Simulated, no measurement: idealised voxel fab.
The document below concerns the process module designated voxel released beams.
In the cross-section labelled cut, the width is 195 nm and each square cell is 5 nm.
Cross-section format: a grid of square cells, given as bands from top to bottom; each band is one or more rows of cells.
Heads up on the band format: heights come first, top then bottom, in nm. After that it's the materials left to right, each with its width in nm. A single material flagged "edge to edge" fills the whole band edge to edge, and "air" means there's empty space there.
The level at which height equals 0 is the one under which the wafer, as it arrives, is entirely one material. No lower edge exists for the bottom band, which continues downward and is notated as in "top 0, no bottom".
Width: "30->40" (first number = top row, second number = bottom row, same change from row to row of cells).
Key: "same as before" - step with no changed cell in the cross-section.
The entry "Closed cavity list" lists the empty spaces that cover at least 8 cells and have no open path to the top. Each is written as width x height at distance, where the distance is measured from the left edge and all three values are in nm.
Note: text after step settings on the step line = simulator remark on that step.
The optional step-line setting "overlay nm" applies to steps with a mask and quantifies how far to the right of its planned location the mask lay, a negative value indicating leftward placement.
Guide to the pairs. Each holds a before and an after cross-section around one process step; the after cross-section is cut off at the lowest band that changed. Look under the pair for the step between them and its settings. Pairs can come from different runs of this module on the same starting wafer, so a pair follows on from the one above it only where its entry headed "Geometry before processing" says it does.

Geometry before processing:
> top 50, bottom 40 | 45 nm air  10 nm aC  15 nm air  75 nm aC  50 nm air
> top 40, bottom 35 | 45 nm air  100 nm aC  50 nm air
> top 35, bottom 25 | 45 nm air  10 nm polySi  15 nm aC  75 nm polySi  50 nm air
> top 25, bottom 20 | 45 nm air  100 nm polySi  50 nm air
> top 20, bottom 10 | 40 nm SiO2  45 nm polySi  110 nm SiO2
> top 10, bottom 0 | SiN edge to edge
> top 0, no bottom | Si edge to edge
> Closed cavity list: none

State After Step:
> top 35, bottom 25 | 45 nm air  10 nm polySi  15 nm air  75 nm polySi  50 nm air
> Under 25: no change, same as before.
> Closed cavity list: none
What was done to get from the upper cross-section to the lower one? op STRIP | etch materials aC

Geometry before processing: same picture as after in the pair right above, so we don't repeat it.

State After Step:
> top 35, bottom 25 | 45 nm air  10 nm polySi  15 nm air  75 nm polySi  50 nm air
> top 25, bottom 20 | 45 nm air  100 nm polySi  50 nm air
> top 20, bottom 10 | 40 nm air  45 nm polySi  110 nm air
> Under 10: no change, same as before.
> Closed cavity list: none
What was done to get from the upper cross-section to the lower one? op STRIP | etch materials SiO2

Geometry before processing:
> top 10, bottom 0 | SiN edge to edge
> top 0, no bottom | Si edge to edge
> Closed cavity list: none

State After Step:
> top 20, bottom 0 | SiN edge to edge
> Under 0: no change, same as before.
> Closed cavity list: none
What was done to get from the upper cross-section to the lower one? op DIRECTIONAL_DEP | material SiN | thk nm 10

Geometry before processing: same picture as after in the pair right above, so we don't repeat it.

State After Step:
> top 30, bottom 20 | aC edge to edge
> Under 20: no change, same as before.
> Closed cavity list: none
What was done to get from the upper cross-section to the lower one? op DIRECTIONAL_DEP | material aC | thk nm 10

Geometry before processing: same picture as after in the pair right above, so we don't repeat it.

State After Step:
> top 55, bottom 30 | 50 nm resist  45 nm air  100 nm resist
> Under 30: no change, same as before.
> Closed cavity list: none
What was done to get from the upper cross-section to the lower one? op PATTERN | tone open | mask id ANCHOR | material resist | width nm 45 | thk nm 25 | overlay nm 0

Geometry before processing: same picture as after in the pair right above, so we don't repeat it.

State After Step:
> top 45, bottom 30 | 50 nm resist  45 nm air  100 nm resist
> top 30, bottom 20 | 50 nm aC  45 nm air  100 nm aC
> Under 20: no change, same as before.
> Closed cavity list: none
What was done to get from the upper cross-section to the lower one? op DIRECTIONAL_ETCH | etch materials aC | depth nm 10

Geometry before processing: same picture as after in the pair right above, so we don't repeat it.

State After Step:
> top 30, bottom 20 | 50 nm aC  45 nm air  100 nm aC
> Under 20: no change, same as before.
> Closed cavity list: none
What was done to get from the upper cross-section to the lower one? op STRIP | etch materials resist

Geometry before processing: same picture as after in the pair right above, so we don't repeat it.

State After Step:
> top 20, bottom 0 | SiN edge to edge
> Under 0: no change, same as before.
> Closed cavity list: none
What was done to get from the upper cross-section to the lower one? op STRIP | etch materials aC

Geometry before processing: same picture as after in the pair right above, so we don't repeat it.

State After Step:
> top 35, bottom 20 | polySi edge to edge
> Under 20: no change, same as before.
> Closed cavity list: none
What was done to get from the upper cross-section to the lower one? op CONFORMAL_DEP | material polySi | thk nm 15

Geometry before processing: same picture as after in the pair right above, so we don't repeat it.

State After Step:
> top 50, bottom 35 | aC edge to edge
> Under 35: no change, same as before.
> Closed cavity list: none
What was done to get from the upper cross-section to the lower one? op DIRECTIONAL_DEP | material aC | thk nm 15

Geometry before processing: same picture as after in the pair right above, so we don't repeat it.

State After Step:
> top 80, bottom 50 | 45 nm air  100 nm resist  50 nm air
> Under 50: no change, same as before.
> Closed cavity list: none
What was done to get from the upper cross-section to the lower one? op PATTERN | tone cover | mask id BEAM | material resist | width nm 100 | thk nm 30 | overlay nm 0

Geometry before processing: same picture as after in the pair right above, so we don't repeat it.

State After Step:
> top 65, bottom 50 | 45 nm air  100 nm resist  50 nm air
> top 50, bottom 35 | 45 nm air  100 nm aC  50 nm air
> Under 35: no change, same as before.
> Closed cavity list: none
What was done to get from the upper cross-section to the lower one? op DIRECTIONAL_ETCH | etch materials aC | depth nm 15

Geometry before processing: same picture as after in the pair right above, so we don't repeat it.

State After Step:
> top 50, bottom 35 | 45 nm air  100 nm aC  50 nm air
> Under 35: no change, same as before.
> Closed cavity list: none
What was done to get from the upper cross-section to the lower one? op STRIP | etch materials resist

Geometry before processing: same picture as after in the pair right above, so we don't repeat it.

State After Step:
> top 50, bottom 35 | 45 nm air  100 nm aC  50 nm air
> top 35, bottom 20 | 45 nm air  100 nm polySi  50 nm air
> Under 20: no change, same as before.
> Closed cavity list: none
What was done to get from the upper cross-section to the lower one? op DIRECTIONAL_ETCH | etch materials polySi | depth nm 15

Geometry before processing: same picture as after in the pair right above, so we don't repeat it.

State After Step:
> top 35, bottom 20 | 45 nm air  100 nm polySi  50 nm air
> Under 20: no change, same as before.
> Closed cavity list: none
What was done to get from the upper cross-section to the lower one? op STRIP | etch materials aC

Geometry before processing:
> top 30, bottom 20 | aC edge to edge
> top 20, bottom 10 | SiO2 edge to edge
> top 10, bottom 0 | SiN edge to edge
> top 0, no bottom | Si edge to edge
> Closed cavity list: none

State After Step:
> top 55, bottom 30 | 50 nm air  45 nm resist  100 nm air
> Under 30: no change, same as before.
> Closed cavity list: none
What was done to get from the upper cross-section to the lower one? op PATTERN | tone cover | mask id ANCHOR | material resist | width nm 45 | thk nm 25 | overlay nm 0

Geometry before processing: same picture as after in the pair right above, so we don't repeat it.

State After Step:
> top 45, bottom 30 | 50 nm air  45 nm resist  100 nm air
> top 30, bottom 20 | 50 nm air  45 nm aC  100 nm air
> Under 20: no change, same as before.
> Closed cavity list: none
What was done to get from the upper cross-section to the lower one? op DIRECTIONAL_ETCH | etch materials aC | depth nm 10

Geometry before processing: same picture as after in the pair right above, so we don't repeat it.

State After Step:
> top 30, bottom 20 | 50 nm air  45 nm aC  100 nm air
> Under 20: no change, same as before.
> Closed cavity list: none
What was done to get from the upper cross-section to the lower one? op STRIP | etch materials resist

Geometry before processing: same picture as after in the pair right above, so we don't repeat it.

State After Step:
> top 30, bottom 20 | 50 nm air  45 nm aC  100 nm air
> top 20, bottom 10 | 50 nm air  45 nm SiO2  100 nm air
> Under 10: no change, same as before.
> Closed cavity list: none
What was done to get from the upper cross-section to the lower one? op DIRECTIONAL_ETCH | etch materials SiO2 | depth nm 10

Geometry before processing: same picture as after in the pair right above, so we don't repeat it.

State After Step:
> top 20, bottom 10 | 50 nm air  45 nm SiO2  100 nm air
> Under 10: no change, same as before.
> Closed cavity list: none
What was done to get from the upper cross-section to the lower one? op STRIP | etch materials aC

Geometry before processing: same picture as after in the pair right above, so we don't repeat it.

State After Step:
> top 35, bottom 25 | 35 nm air  75 nm polySi  85 nm air
> top 25, bottom 20 | polySi edge to edge
> top 20, bottom 10 | 50 nm polySi  45 nm SiO2  100 nm polySi
> Under 10: no change, same as before.
> Closed cavity list: none
What was done to get from the upper cross-section to the lower one? op CONFORMAL_DEP | material polySi | thk nm 15

Geometry before processing: same picture as after in the pair right above, so we don't repeat it.

State After Step:
> top 50, bottom 40 | 35 nm air  75 nm aC  85 nm air
> top 40, bottom 35 | aC edge to edge
> top 35, bottom 25 | 35 nm aC  75 nm polySi  85 nm aC
> Under 25: no change, same as before.
> Closed cavity list: none
What was done to get from the upper cross-section to the lower one? op DIRECTIONAL_DEP | material aC | thk nm 15

Geometry before processing: same picture as after in the pair right above, so we don't repeat it.

State After Step:
> top 80, bottom 50 | 45 nm air  100 nm resist  50 nm air
> top 50, bottom 40 | 35 nm air  75 nm aC  35 nm resist  50 nm air
> Under 40: no change, same as before.
> Closed cavity list: none
What was done to get from the upper cross-section to the lower one? op PATTERN | tone cover | mask id BEAM | material resist | width nm 100 | thk nm 30 | overlay nm 0

Geometry before processing: same picture as after in the pair right above, so we don't repeat it.

State After Step:
> top 65, bottom 50 | 45 nm air  100 nm resist  50 nm air
> top 50, bottom 40 | 45 nm air  65 nm aC  35 nm resist  50 nm air
> top 40, bottom 35 | 45 nm air  100 nm aC  50 nm air
> top 35, bottom 25 | 35 nm air  75 nm polySi  35 nm aC  50 nm air
> Under 25: no change, same as before.
> Closed cavity list: none
What was done to get from the upper cross-section to the lower one? op DIRECTIONAL_ETCH | etch materials aC | depth nm 15

Geometry before processing: same picture as after in the pair right above, so we don't repeat it.

State After Step:
> top 50, bottom 40 | 45 nm air  65 nm aC  85 nm air
> Under 40: no change, same as before.
> Closed cavity list: none
What was done to get from the upper cross-section to the lower one? op STRIP | etch materials resist

Geometry before processing: same picture as after in the pair right above, so we don't repeat it.

State After Step:
> top 50, bottom 40 | 45 nm air  65 nm aC  85 nm air
> top 40, bottom 35 | 45 nm air  100 nm aC  50 nm air
> top 35, bottom 25 | 45 nm air  65 nm polySi  35 nm aC  50 nm air
> top 25, bottom 20 | 45 nm air  100 nm polySi  50 nm air
> top 20, bottom 10 | 35 nm air  15 nm polySi  45 nm SiO2  50 nm polySi  50 nm air
> Under 10: no change, same as before.
> Closed cavity list: none
What was done to get from the upper cross-section to the lower one? op DIRECTIONAL_ETCH | etch materials polySi | depth nm 15

Geometry before processing: same picture as after in the pair right above, so we don't repeat it.

State After Step:
> top 35, bottom 25 | 45 nm air  65 nm polySi  85 nm air
> Under 25: no change, same as before.
> Closed cavity list: none
What was done to get from the upper cross-section to the lower one? op STRIP | etch materials aC
